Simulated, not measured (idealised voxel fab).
voxel ribs on slabs: a process module
Pictured: cross-section cut, 145 nm wide, on a grid of 5 nm square cells.
A cross-section is written here as square cells arranged in a grid, and it is given in bands from the top down, each band taking up one or more rows of cells.
Top height, bottom height, nm. Materials left to right, width each, nm. Single material + "edge to edge" = fills band edge to edge. "empty" = empty.
For the purposes of this specification, 0 denotes the height below which the wafer in its as-received condition is composed wholly of one material, and the lowermost band, lacking a lower limit, extends downward without end, as expressed in "0 and below".
The width entry "30..40" should be interpreted row by row: the top row of cells in the band takes the first number, the bottom row takes the second number, and the change between adjacent rows is uniform throughout.
"stayed the same", as given for a step, is the statement that not any cell of the cross-section underwent a change during that step.
In "Enclosed cavities" the enclosed voids are listed, meaning empty spaces of 8 cells or larger without any opening to the top. The form is width x height at distance, distance from the left edge, units nm.
after a step's settings: what the simulator itself notes on the step
Steps that use a mask can have "overlay nm" on their line. It says how far the mask sat to the right of where it was meant to be. Negative means to the left.
The following list gives the planned process steps:
| 1 | RECEIVE with material Si |
| 2 | DIRECTIONAL_DEP with material SiO2, thk nm 25 |
| 3 | DIRECTIONAL_DEP with material polySi, thk nm 15 |
| 4 | DIRECTIONAL_DEP with material aC, thk nm 10 |
| 5 | PATTERN with tone cover, mask id RIB, material resist, width nm 15, thk nm 30, overlay nm 0 |
| 6 | DIRECTIONAL_ETCH with etch materials aC, depth nm 10 |
| 7 | STRIP with etch materials resist |
| 8 | DIRECTIONAL_ETCH with etch materials polySi, depth nm 10 |
| 9 | STRIP with etch materials aC |
| 10 | MASKED_ETCH with tone cover, mask id SLAB, width nm 55, etch materials polySi, depth nm 5, overlay nm 0 |
| 11 | FILL_DEP with material SiO2, thk nm 25 |
| 12 | CMP with height nm 55 |
| 13 | DIRECTIONAL_DEP with material TiN, thk nm 10 |
| 14 | PATTERN with tone cover, mask id HEATER, material resist, width nm 25, thk nm 20, overlay nm 0 |
| 15 | DIRECTIONAL_ETCH with etch materials TiN, depth nm 10 |
| 16 | STRIP with etch materials resist |
| 17 | CONFORMAL_DEP with material SiO2, thk nm 5 |
Incoming wafer in cross-section (state: after step 1):
0 and below  Si edge to edge
Enclosed cavities: none
Here's the cross-section of the first of our two wafers at the end of the module - it ran as planned:
70 down to 65  empty 55 nm  SiO2 35 nm  empty 55 nm
65 down to 60  empty 55 nm  SiO2 5 nm  TiN 25 nm  SiO2 5 nm  empty 55 nm
60 down to 55  SiO2 60 nm  TiN 25 nm  SiO2 60 nm
55 down to 40  SiO2 edge to edge
40 down to 30  SiO2 65 nm  polySi 15 nm  SiO2 65 nm
30 down to 25  SiO2 45 nm  polySi 55 nm  SiO2 45 nm
25 down to 0  SiO2 edge to edge
0 and below  Si edge to edge
Enclosed cavities: none
This cross-section belongs to the second wafer of two at the end of the module; the start and the plan were shared with the first, and the run included one mistake:
70 down to 65  empty 55 nm  SiO2 35 nm  empty 55 nm
65 down to 60  empty 55 nm  SiO2 5 nm  TiN 25 nm  SiO2 5 nm  empty 55 nm
60 down to 55  SiO2 60 nm  TiN 25 nm  SiO2 60 nm
55 down to 40  SiO2 edge to edge
40 down to 35  SiO2 45 nm  polySi 55 nm  SiO2 45 nm
35 down to 25  aC edge to edge
25 down to 0  SiO2 edge to edge
0 and below  Si edge to edge
Enclosed cavities: none
Against the plan, the run slipped here: it was found that steps 3 and 4 of the process plan had been performed in exchanged positions
In the final state, the cell counts of the second wafer exceed or fall short of those of the first for the following materials: -52 SiO2 | +58 aC | -6 polySi
